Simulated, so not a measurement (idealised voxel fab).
process module | voxel wiring stack
cross-section cut | 260 nm wide | cells 5 nm
A cross-section is a grid of square cells, given in bands from the top down. A band is one or more rows of cells.
Each band's line starts with the height of the band's top and of its bottom, in nm. Then come its materials from left to right, each with its width in nm. One material with "throughout" fills the band from edge to edge. "air" is empty space.
Height 0 is the level under which the wafer as received is all one material. The lowest band goes on downwards, as in "0 down".
A width such as "30 to 40" changes by the same amount from each row of cells to the next, from the band's top row to its bottom row.
"no change" after a step means that no cell of the cross-section changed.
closed voids: empty space of 8 cells or more with no open way to the top, each as width x height at its distance from the left edge, in nm
after a step's settings: what the simulator itself notes on the step
overlay nm, on a step with a mask: how far to the right of its planned place the mask lay; to the left if negative
plan
1 op RECEIVE | material Si
2 op CONFORMAL_DEP | material SiO2 | thk nm 10
3 op DIRECTIONAL_DEP | material TiN | thk nm 5
4 op DIRECTIONAL_DEP | material W | thk nm 25
5 op MASKED_ETCH | tone cover | mask id METAL_1 | width nm 20 | pitch nm 50 | etch materials W | depth nm 25 | overlay nm 0
6 op MASKED_ETCH | tone cover | mask id METAL_1 | width nm 20 | pitch nm 50 | etch materials TiN | depth nm 5 | overlay nm 0
7 op CONFORMAL_DEP | material SiN | thk nm 5
8 op FILL_DEP | material lowk | thk nm 10
9 op CMP | height nm 40
10 op CONFORMAL_DEP | material SiCN | thk nm 5
11 op DIRECTIONAL_DEP | material lowk | thk nm 15
12 op MASKED_ETCH | tone open | mask id PLUG_1 | width nm 15 | pitch nm 100 | etch materials lowk | depth nm 15 | overlay nm 0
13 op MASKED_ETCH | tone open | mask id PLUG_1 | width nm 15 | pitch nm 100 | etch materials SiCN | depth nm 5 | overlay nm 0
14 op CONFORMAL_DEP | material TiN | thk nm 5
15 op FILL_DEP | material Cu | thk nm 5
16 op CMP | height nm 60
17 op CONFORMAL_DEP | material SiCN | thk nm 5
18 op DIRECTIONAL_DEP | material SiO2 | thk nm 25
19 op DIRECTIONAL_DEP | material aC | thk nm 15
20 op PATTERN | tone open | mask id METAL_2 | material resist | width nm 20 | pitch nm 50 | thk nm 30 | overlay nm 0
21 op DIRECTIONAL_ETCH | etch materials aC | depth nm 15
22 op STRIP | etch materials resist
23 op DIRECTIONAL_ETCH | etch materials SiO2 | depth nm 25
24 op DIRECTIONAL_ETCH | etch materials SiCN | depth nm 5
25 op STRIP | etch materials aC
26 op CONFORMAL_DEP | material TiN | thk nm 5
27 op FILL_DEP | material Ru | thk nm 10
28 op CMP | height nm 90
29 op CONFORMAL_DEP | material SiCN | thk nm 5
30 op DIRECTIONAL_DEP | material SiO2 | thk nm 20
31 op MASKED_ETCH | tone open | mask id PLUG_2 | width nm 15 | pitch nm 50 | etch materials SiO2 | depth nm 20 | overlay nm 0
32 op MASKED_ETCH | tone open | mask id PLUG_2 | width nm 15 | pitch nm 50 | etch materials SiCN | depth nm 5 | overlay nm 0
33 op CONFORMAL_DEP | material TiN | thk nm 5
34 op FILL_DEP | material W | thk nm 5
35 op CMP | height nm 115
36 op CONFORMAL_DEP | material SiCN | thk nm 5
37 op DIRECTIONAL_DEP | material SiO2 | thk nm 20
38 op PATTERN | tone open | mask id METAL_3 | material resist | width nm 20 | pitch nm 50 | thk nm 15 | overlay nm 0
39 op DIRECTIONAL_ETCH | etch materials SiO2 | depth nm 20
40 op DIRECTIONAL_ETCH | etch materials SiCN | depth nm 5
41 op STRIP | etch materials resist
42 op CONFORMAL_DEP | material TiN | thk nm 5
43 op FILL_DEP | material Ru | thk nm 5
44 op CMP | height nm 140
45 op EPI | material Ru | thk nm 5
46 op FILL_DEP | material SiCN | thk nm 5
first wafer, as planned
as received, after step 1
  0 down: Si throughout
  closed voids: none
after step 2
  10 to 0: SiO2 throughout
  below 0: unchanged
after step 3
  15 to 10: TiN throughout
  below 10: unchanged
after step 4
  40 to 15: W throughout
  below 15: unchanged
after step 5
  40 to 15: air 70 | W 20 | air 30 | W 20 | air 30 | W 20 | air 70
  below 15: unchanged
after step 6
  40 to 15: air 70 | W 20 | air 30 | W 20 | air 30 | W 20 | air 70
  15 to 10: air 70 | TiN 20 | air 30 | TiN 20 | air 30 | TiN 20 | air 70
  below 10: unchanged
after step 7
  45 to 40: air 65 | SiN 30 | air 20 | SiN 30 | air 20 | SiN 30 | air 65
  40 to 15: air 65 | SiN 5 | W 20 | SiN 5 | air 20 | SiN 5 | W 20 | SiN 5 | air 20 | SiN 5 | W 20 | SiN 5 | air 65
  15 to 10: SiN 70 | TiN 20 | SiN 30 | TiN 20 | SiN 30 | TiN 20 | SiN 70
  below 10: unchanged
after step 8
  55 to 45: lowk throughout
  45 to 40: lowk 65 | SiN 30 | lowk 20 | SiN 30 | lowk 20 | SiN 30 | lowk 65
  40 to 15: lowk 65 | SiN 5 | W 20 | SiN 5 | lowk 20 | SiN 5 | W 20 | SiN 5 | lowk 20 | SiN 5 | W 20 | SiN 5 | lowk 65
  below 15: unchanged
after step 9
  40 to 15: lowk 65 | SiN 5 | W 20 | SiN 5 | lowk 20 | SiN 5 | W 20 | SiN 5 | lowk 20 | SiN 5 | W 20 | SiN 5 | lowk 65
  below 15: unchanged
after step 10
  45 to 40: SiCN throughout
  below 40: unchanged
after step 11
  60 to 45: lowk throughout
  below 45: unchanged
after step 12
  60 to 45: lowk 70 | air 15 | lowk 85 | air 15 | lowk 75
  below 45: unchanged
after step 13
  60 to 45: lowk 70 | air 15 | lowk 85 | air 15 | lowk 75
  45 to 40: SiCN 70 | air 15 | SiCN 85 | air 15 | SiCN 75
  below 40: unchanged
after step 14
  65 to 60: TiN 75 | air 5 | TiN 95 | air 5 | TiN 80
  60 to 45: lowk 70 | TiN 5 | air 5 | TiN 5 | lowk 85 | TiN 5 | air 5 | TiN 5 | lowk 75
  45 to 40: SiCN 70 | TiN 15 | SiCN 85 | TiN 15 | SiCN 75
  below 40: unchanged
after step 15
  70 to 65: Cu throughout
  65 to 60: TiN 75 | Cu 5 | TiN 95 | Cu 5 | TiN 80
  60 to 45: lowk 70 | TiN 5 | Cu 5 | TiN 5 | lowk 85 | TiN 5 | Cu 5 | TiN 5 | lowk 75
  below 45: unchanged
after step 16
  60 to 45: lowk 70 | TiN 5 | Cu 5 | TiN 5 | lowk 85 | TiN 5 | Cu 5 | TiN 5 | lowk 75
  below 45: unchanged
after step 17
  65 to 60: SiCN throughout
  below 60: unchanged
after step 18
  90 to 65: SiO2 throughout
  below 65: unchanged
after step 19
  105 to 90: aC throughout
  below 90: unchanged
after step 20
  135 to 105: resist 70 | air 20 | resist 30 | air 20 | resist 30 | air 20 | resist 70
  below 105: unchanged
after step 21
  120 to 105: resist 70 | air 20 | resist 30 | air 20 | resist 30 | air 20 | resist 70
  105 to 90: aC 70 | air 20 | aC 30 | air 20 | aC 30 | air 20 | aC 70
  below 90: unchanged
after step 22
  105 to 90: aC 70 | air 20 | aC 30 | air 20 | aC 30 | air 20 | aC 70
  below 90: unchanged
after step 23
  105 to 90: aC 70 | air 20 | aC 30 | air 20 | aC 30 | air 20 | aC 70
  90 to 65: SiO2 70 | air 20 | SiO2 30 | air 20 | SiO2 30 | air 20 | SiO2 70
  below 65: unchanged
after step 24
  105 to 90: aC 70 | air 20 | aC 30 | air 20 | aC 30 | air 20 | aC 70
  90 to 65: SiO2 70 | air 20 | SiO2 30 | air 20 | SiO2 30 | air 20 | SiO2 70
  65 to 60: SiCN 70 | air 20 | SiCN 30 | air 20 | SiCN 30 | air 20 | SiCN 70
  below 60: unchanged
after step 25
  90 to 65: SiO2 70 | air 20 | SiO2 30 | air 20 | SiO2 30 | air 20 | SiO2 70
  below 65: unchanged
after step 26
  95 to 90: TiN 75 | air 10 | TiN 40 | air 10 | TiN 40 | air 10 | TiN 75
  90 to 65: SiO2 70 | TiN 5 | air 10 | TiN 5 | SiO2 30 | TiN 5 | air 10 | TiN 5 | SiO2 30 | TiN 5 | air 10 | TiN 5 | SiO2 70
  65 to 60: SiCN 70 | TiN 20 | SiCN 30 | TiN 20 | SiCN 30 | TiN 20 | SiCN 70
  below 60: unchanged
after step 27
  105 to 95: Ru throughout
  95 to 90: TiN 75 | Ru 10 | TiN 40 | Ru 10 | TiN 40 | Ru 10 | TiN 75
  90 to 65: SiO2 70 | TiN 5 | Ru 10 | TiN 5 | SiO2 30 | TiN 5 | Ru 10 | TiN 5 | SiO2 30 | TiN 5 | Ru 10 | TiN 5 | SiO2 70
  below 65: unchanged
after step 28
  90 to 65: SiO2 70 | TiN 5 | Ru 10 | TiN 5 | SiO2 30 | TiN 5 | Ru 10 | TiN 5 | SiO2 30 | TiN 5 | Ru 10 | TiN 5 | SiO2 70
  below 65: unchanged
after step 29
  95 to 90: SiCN throughout
  below 90: unchanged
after step 30
  115 to 95: SiO2 throughout
  below 95: unchanged
after step 31
  115 to 95: SiO2 70 | air 15 | SiO2 35 | air 15 | SiO2 35 | air 15 | SiO2 75
  below 95: unchanged
after step 32
  115 to 95: SiO2 70 | air 15 | SiO2 35 | air 15 | SiO2 35 | air 15 | SiO2 75
  95 to 90: SiCN 70 | air 15 | SiCN 35 | air 15 | SiCN 35 | air 15 | SiCN 75
  below 90: unchanged
after step 33
  120 to 115: TiN 75 | air 5 | TiN 45 | air 5 | TiN 45 | air 5 | TiN 80
  115 to 95: SiO2 70 | TiN 5 | air 5 | TiN 5 | SiO2 35 | TiN 5 | air 5 | TiN 5 | SiO2 35 | TiN 5 | air 5 | TiN 5 | SiO2 75
  95 to 90: SiCN 70 | TiN 15 | SiCN 35 | TiN 15 | SiCN 35 | TiN 15 | SiCN 75
  below 90: unchanged
after step 34
  125 to 120: W throughout
  120 to 115: TiN 75 | W 5 | TiN 45 | W 5 | TiN 45 | W 5 | TiN 80
  115 to 95: SiO2 70 | TiN 5 | W 5 | TiN 5 | SiO2 35 | TiN 5 | W 5 | TiN 5 | SiO2 35 | TiN 5 | W 5 | TiN 5 | SiO2 75
  below 95: unchanged
after step 35
  115 to 95: SiO2 70 | TiN 5 | W 5 | TiN 5 | SiO2 35 | TiN 5 | W 5 | TiN 5 | SiO2 35 | TiN 5 | W 5 | TiN 5 | SiO2 75
  below 95: unchanged
after step 36
  120 to 115: SiCN throughout
  below 115: unchanged
after step 37
  140 to 120: SiO2 throughout
  below 120: unchanged
after step 38
  155 to 140: resist 70 | air 20 | resist 30 | air 20 | resist 30 | air 20 | resist 70
  below 140: unchanged
after step 39
  155 to 140: resist 70 | air 20 | resist 30 | air 20 | resist 30 | air 20 | resist 70
  140 to 120: SiO2 70 | air 20 | SiO2 30 | air 20 | SiO2 30 | air 20 | SiO2 70
  below 120: unchanged
after step 40
  155 to 140: resist 70 | air 20 | resist 30 | air 20 | resist 30 | air 20 | resist 70
  140 to 120: SiO2 70 | air 20 | SiO2 30 | air 20 | SiO2 30 | air 20 | SiO2 70
  120 to 115: SiCN 70 | air 20 | SiCN 30 | air 20 | SiCN 30 | air 20 | SiCN 70
  below 115: unchanged
after step 41
  140 to 120: SiO2 70 | air 20 | SiO2 30 | air 20 | SiO2 30 | air 20 | SiO2 70
  below 120: unchanged
after step 42
  145 to 140: TiN 75 | air 10 | TiN 40 | air 10 | TiN 40 | air 10 | TiN 75
  140 to 120: SiO2 70 | TiN 5 | air 10 | TiN 5 | SiO2 30 | TiN 5 | air 10 | TiN 5 | SiO2 30 | TiN 5 | air 10 | TiN 5 | SiO2 70
  120 to 115: SiCN 70 | TiN 20 | SiCN 30 | TiN 20 | SiCN 30 | TiN 20 | SiCN 70
  below 115: unchanged
after step 43
  150 to 145: Ru throughout
  145 to 140: TiN 75 | Ru 10 | TiN 40 | Ru 10 | TiN 40 | Ru 10 | TiN 75
  140 to 120: SiO2 70 | TiN 5 | Ru 10 | TiN 5 | SiO2 30 | TiN 5 | Ru 10 | TiN 5 | SiO2 30 | TiN 5 | Ru 10 | TiN 5 | SiO2 70
  below 120: unchanged
after step 44
  140 to 120: SiO2 70 | TiN 5 | Ru 10 | TiN 5 | SiO2 30 | TiN 5 | Ru 10 | TiN 5 | SiO2 30 | TiN 5 | Ru 10 | TiN 5 | SiO2 70
  below 120: unchanged
after step 45
  145 to 140: air 65 | Ru 30 | air 20 | Ru 30 | air 20 | Ru 30 | air 65
  below 140: unchanged
after step 46
  150 to 145: SiCN throughout
  145 to 140: SiCN 65 | Ru 30 | SiCN 20 | Ru 30 | SiCN 20 | Ru 30 | SiCN 65
  below 140: unchanged
second wafer: like start, like plan, one mistake. Through step 31 it matches the first wafer
when step 32 should have ended
  115 to 95: SiO2 70 | air 15 | SiO2 35 | air 15 | SiO2 35 | air 15 | SiO2 75
  95 to 90: SiCN 70 | air 5 | SiCN 45 | air 5 | SiCN 45 | air 5 | SiCN 85
  below 90: unchanged
when step 33 should have ended
  120 to 115: TiN 75 | air 5 | TiN 45 | air 5 | TiN 45 | air 5 | TiN 80
  115 to 100: SiO2 70 | TiN 5 | air 5 | TiN 5 | SiO2 35 | TiN 5 | air 5 | TiN 5 | SiO2 35 | TiN 5 | air 5 | TiN 5 | SiO2 75
  100 to 95: SiO2 70 | TiN 15 | SiO2 35 | TiN 15 | SiO2 35 | TiN 15 | SiO2 75
  95 to 90: SiCN 70 | TiN 5 | SiCN 45 | TiN 5 | SiCN 45 | TiN 5 | SiCN 85
  below 90: unchanged
when step 34 should have ended
  125 to 120: W throughout
  120 to 115: TiN 75 | W 5 | TiN 45 | W 5 | TiN 45 | W 5 | TiN 80
  115 to 100: SiO2 70 | TiN 5 | W 5 | TiN 5 | SiO2 35 | TiN 5 | W 5 | TiN 5 | SiO2 35 | TiN 5 | W 5 | TiN 5 | SiO2 75
  below 100: unchanged
when step 35 should have ended
  115 to 100: SiO2 70 | TiN 5 | W 5 | TiN 5 | SiO2 35 | TiN 5 | W 5 | TiN 5 | SiO2 35 | TiN 5 | W 5 | TiN 5 | SiO2 75
  below 100: unchanged
when step 36 should have ended
  120 to 115: SiCN throughout
  below 115: unchanged
when step 37 should have ended
  140 to 120: SiO2 throughout
  below 120: unchanged
when step 38 should have ended
  155 to 140: resist 70 | air 20 | resist 30 | air 20 | resist 30 | air 20 | resist 70
  below 140: unchanged
when step 39 should have ended
  155 to 140: resist 70 | air 20 | resist 30 | air 20 | resist 30 | air 20 | resist 70
  140 to 120: SiO2 70 | air 20 | SiO2 30 | air 20 | SiO2 30 | air 20 | SiO2 70
  below 120: unchanged
when step 40 should have ended
  155 to 140: resist 70 | air 20 | resist 30 | air 20 | resist 30 | air 20 | resist 70
  140 to 120: SiO2 70 | air 20 | SiO2 30 | air 20 | SiO2 30 | air 20 | SiO2 70
  120 to 115: SiCN 70 | air 20 | SiCN 30 | air 20 | SiCN 30 | air 20 | SiCN 70
  below 115: unchanged
when step 41 should have ended
  140 to 120: SiO2 70 | air 20 | SiO2 30 | air 20 | SiO2 30 | air 20 | SiO2 70
  below 120: unchanged
when step 42 should have ended
  145 to 140: TiN 75 | air 10 | TiN 40 | air 10 | TiN 40 | air 10 | TiN 75
  140 to 120: SiO2 70 | TiN 5 | air 10 | TiN 5 | SiO2 30 | TiN 5 | air 10 | TiN 5 | SiO2 30 | TiN 5 | air 10 | TiN 5 | SiO2 70
  120 to 115: SiCN 70 | TiN 20 | SiCN 30 | TiN 20 | SiCN 30 | TiN 20 | SiCN 70
  below 115: unchanged
when step 43 should have ended
  150 to 145: Ru throughout
  145 to 140: TiN 75 | Ru 10 | TiN 40 | Ru 10 | TiN 40 | Ru 10 | TiN 75
  140 to 120: SiO2 70 | TiN 5 | Ru 10 | TiN 5 | SiO2 30 | TiN 5 | Ru 10 | TiN 5 | SiO2 30 | TiN 5 | Ru 10 | TiN 5 | SiO2 70
  below 120: unchanged
when step 44 should have ended
  140 to 120: SiO2 70 | TiN 5 | Ru 10 | TiN 5 | SiO2 30 | TiN 5 | Ru 10 | TiN 5 | SiO2 30 | TiN 5 | Ru 10 | TiN 5 | SiO2 70
  below 120: unchanged
when step 45 should have ended
  145 to 140: air 65 | Ru 30 | air 20 | Ru 30 | air 20 | Ru 30 | air 65
  below 140: unchanged
when step 46 should have ended
  150 to 145: SiCN throughout
  145 to 140: SiCN 65 | Ru 30 | SiCN 20 | Ru 30 | SiCN 20 | Ru 30 | SiCN 65
  below 140: unchanged
what went wrong: step 32 ran as: op MASKED_ETCH | tone open | mask id PLUG_2 | width nm 15 | pitch nm 50 | etch materials SiCN | depth nm 5 | overlay nm -10
at the end the second wafer has, in cells: 6 more of SiCN | 3 fewer of TiN | 3 fewer of W
